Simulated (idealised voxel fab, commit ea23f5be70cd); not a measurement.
process module | voxel transistor to metal
cross-section cut | 205 nm wide | cells 5 nm
A cross-section is a grid of square cells, given in bands from the top down. A band is one or more rows of cells.
Each band's line starts with the height of the band's top and of its bottom, in nm. Then come its materials from left to right, each with its width in nm. One material with "throughout" fills the band from edge to edge. "air" is empty space.
Height 0 is the level under which the wafer as received is all one material. The lowest band goes on downwards, as in "0 down".
A width such as "30 to 40" changes by the same amount from each row of cells to the next, from the band's top row to its bottom row.
"no change" after a step means that no cell of the cross-section changed.
closed voids: empty space of 8 cells or more with no open way to the top, each as width x height at its distance from the left edge, in nm
after a step's settings: what the simulator itself notes on the step
overlay nm, on a step with a mask: how far to the right of its planned place the mask lay; to the left if negative
plan
1 op RECEIVE | material Si
2 op OXIDIZE | depth nm 5
3 op CONFORMAL_DEP | material SiN | thk nm 10
4 op DIRECTIONAL_DEP | material aC | thk nm 10
5 op PATTERN | tone cover | mask id ACTIVE | material resist | width nm 100 | thk nm 25 | overlay nm 0
6 op DIRECTIONAL_ETCH | etch materials aC | depth nm 5
7 op STRIP | etch materials resist
8 op DIRECTIONAL_ETCH | etch materials SiN | depth nm 10
9 op DIRECTIONAL_ETCH | etch materials SiO2 | depth nm 5
10 op DIRECTIONAL_ETCH | etch materials Si | depth nm 35
11 op STRIP | etch materials aC
12 op OXIDIZE | depth nm 5
13 op FILL_DEP | material SiO2 | thk nm 5
14 op CMP | height nm 10
15 op SELECTIVE_ETCH | etch materials SiO2 | depth nm 10
16 op STRIP | etch materials SiN
17 op SELECTIVE_ETCH | etch materials SiO2 | depth nm 5
18 op OXIDIZE | depth nm 5
19 op DIRECTIONAL_DEP | material polySi | thk nm 20
20 op DIRECTIONAL_DEP | material SiCN | thk nm 15
21 op PATTERN | tone cover | mask id GATE | material resist | width nm 30 | thk nm 15 | overlay nm 0
22 op DIRECTIONAL_ETCH | etch materials SiCN | depth nm 25
23 op DIRECTIONAL_ETCH | etch materials polySi | depth nm 30
24 op STRIP | etch materials resist
25 op CONFORMAL_DEP | material SiN | thk nm 10
26 op DIRECTIONAL_ETCH | etch materials SiN | depth nm 10
27 op DIRECTIONAL_ETCH | etch materials SiO2 | depth nm 5
28 op DIRECTIONAL_ETCH | etch materials Si | depth nm 10
29 op EPI | material nSi | thk nm 15
30 op FILL_DEP | material SiO2 | thk nm 5
31 op CMP | height nm 15
32 op STRIP | etch materials polySi
33 op SELECTIVE_ETCH | etch materials SiO2 | depth nm 5
34 op CONFORMAL_DEP | material HfO2 | thk nm 5
35 op CONFORMAL_DEP | material TiN | thk nm 5
36 op FILL_DEP | material W | thk nm 5
37 op CMP | height nm 10
38 op DIRECTIONAL_DEP | material SiO2 | thk nm 10
39 op PATTERN | tone open | mask id CONTACT | material resist | width nm 15 | pitch nm 75 | thk nm 20 | overlay nm 0
40 op DIRECTIONAL_ETCH | etch materials SiO2 | depth nm 25
41 op STRIP | etch materials resist
42 op CONFORMAL_DEP | material TiN | thk nm 5
43 op FILL_DEP | material Ru | thk nm 10
44 op CMP | height nm 20
45 op DIRECTIONAL_DEP | material TiN | thk nm 5
46 op DIRECTIONAL_DEP | material Ru | thk nm 20
47 op DIRECTIONAL_DEP | material aC | thk nm 10
48 op PATTERN | tone cover | mask id METAL_1 | material resist | width nm 15 | pitch nm 75 | thk nm 25 | overlay nm 0
49 op DIRECTIONAL_ETCH | etch materials aC | depth nm 10
50 op STRIP | etch materials resist
51 op DIRECTIONAL_ETCH | etch materials Ru | depth nm 20
52 op DIRECTIONAL_ETCH | etch materials TiN | depth nm 5
53 op STRIP | etch materials aC
54 op CONFORMAL_DEP | material SiN | thk nm 5
55 op FILL_DEP | material lowk | thk nm 10
56 op CMP | height nm 45
57 op CONFORMAL_DEP | material SiCN | thk nm 5
58 op DIRECTIONAL_DEP | material lowk | thk nm 30
59 op PATTERN | tone open | mask id METAL_2 | material resist | width nm 15 | pitch nm 75 | thk nm 20 | overlay nm 0
60 op DIRECTIONAL_ETCH | etch materials lowk | depth nm 15
61 op STRIP | etch materials resist
62 op PATTERN | tone open | mask id METAL_2_HOLES | material resist | width nm 15 | pitch nm 75 | thk nm 20 | overlay nm 0
63 op DIRECTIONAL_ETCH | etch materials lowk | depth nm 15
64 op DIRECTIONAL_ETCH | etch materials SiCN | depth nm 5
65 op STRIP | etch materials resist
66 op CONFORMAL_DEP | material TiN | thk nm 5
67 op FILL_DEP | material Ru | thk nm 5
68 op CMP | height nm 80
69 op CONFORMAL_DEP | material SiN | thk nm 5
varied across the wafers: depth nm of step 6. The plan shows the first wafer's value. All wafers start alike
first wafer as received, after step 1
  0 down: Si throughout
  closed voids: none
first wafer at the end, after step 69
  85 to 80: SiN throughout
  80 to 50: lowk 55 | TiN 5 | Ru 5 | TiN 5 | lowk 60 | TiN 5 | Ru 5 | TiN 5 | lowk 60
  50 to 45: SiCN 55 | TiN 15 | SiCN 60 | TiN 15 | SiCN 60
  45 to 25: lowk 50 | SiN 5 | Ru 15 | SiN 5 | lowk 50 | SiN 5 | Ru 15 | SiN 5 | lowk 55
  25 to 20: SiN 55 | TiN 15 | SiN 60 | TiN 15 | SiN 60
  20 to 10: SiO2 55 | TiN 5 | Ru 5 | TiN 5 | SiO2 60 | TiN 5 | Ru 5 | TiN 5 | SiO2 60
  10 to 5: SiO2 55 | TiN 15 | SiO2 5 | SiN 10 | HfO2 5 | TiN 5 | W 10 | TiN 5 | HfO2 5 | SiN 10 | SiO2 5 | TiN 15 | SiO2 60
  5 to 0: SiO2 55 | TiN 5 | nSi 15 | SiN 10 | HfO2 5 | TiN 5 | W 10 | TiN 5 | HfO2 5 | SiN 10 | nSi 15 | TiN 5 | SiO2 60
  0 to -5: SiO2 55 | TiN 5 | nSi 15 | SiN 10 | HfO2 5 | TiN 20 | HfO2 5 | SiN 10 | nSi 15 | TiN 5 | SiO2 60
  -5 to -10: nSi 75 | SiO2 5 | HfO2 40 | SiO2 5 | nSi 80
  -10 to -20: nSi 75 | Si 50 | nSi 80
  -20 down: Si throughout
  closed voids: none
last wafer at the end
  85 to 80: SiN throughout
  80 to 50: lowk 55 | TiN 5 | Ru 5 | TiN 5 | lowk 60 | TiN 5 | Ru 5 | TiN 5 | lowk 60
  50 to 45: SiCN 55 | TiN 15 | SiCN 60 | TiN 15 | SiCN 60
  45 to 25: lowk 50 | SiN 5 | Ru 15 | SiN 5 | lowk 50 | SiN 5 | Ru 15 | SiN 5 | lowk 55
  25 to 20: SiN 55 | TiN 15 | SiN 60 | TiN 15 | SiN 60
  20 to 10: SiO2 55 | TiN 5 | Ru 5 | TiN 5 | SiO2 60 | TiN 5 | Ru 5 | TiN 5 | SiO2 60
  10 to 5: SiO2 55 | TiN 15 | SiO2 5 | SiN 10 | HfO2 5 | TiN 5 | W 10 | TiN 5 | HfO2 5 | SiN 10 | SiO2 5 | TiN 15 | SiO2 60
  5 to 0: SiO2 55 | TiN 5 | nSi 15 | SiN 10 | HfO2 5 | TiN 5 | W 10 | TiN 5 | HfO2 5 | SiN 10 | nSi 15 | TiN 5 | SiO2 60
  0 to -5: SiO2 55 | TiN 5 | nSi 15 | SiN 10 | HfO2 5 | TiN 20 | HfO2 5 | SiN 10 | nSi 15 | TiN 5 | SiO2 60
  -5 to -10: SiO2 50 | nSi 25 | SiO2 5 | HfO2 40 | SiO2 5 | nSi 25 | SiO2 55
  -10 to -20: SiO2 55 | nSi 20 | Si 50 | nSi 20 | SiO2 60
  -20 to -45: SiO2 55 | Si 90 | SiO2 60
  -45 down: Si throughout
  closed voids: none
each wafer at the end: cells of each material gained (+) or lost (-) since it was received, then its closed voids
depth nm 5 | +14 HfO2 | +40 Ru | -144 Si | +35 SiCN | +104 SiN | +143 SiO2 | +62 TiN | +4 W | +334 lowk | +105 nSi | closed voids: none
depth nm 10 | +14 HfO2 | +40 Ru | -259 Si | +35 SiCN | +104 SiN | +325 SiO2 | +62 TiN | +4 W | +334 lowk | +38 nSi | closed voids: none
depth nm 15 | +14 HfO2 | +40 Ru | -259 Si | +35 SiCN | +104 SiN | +325 SiO2 | +62 TiN | +4 W | +334 lowk | +38 nSi | closed voids: none
depth nm 20 | +14 HfO2 | +40 Ru | -259 Si | +35 SiCN | +104 SiN | +325 SiO2 | +62 TiN | +4 W | +334 lowk | +38 nSi | closed voids: none
depth nm 25 | +14 HfO2 | +40 Ru | -259 Si | +35 SiCN | +104 SiN | +325 SiO2 | +62 TiN | +4 W | +334 lowk | +38 nSi | closed voids: none
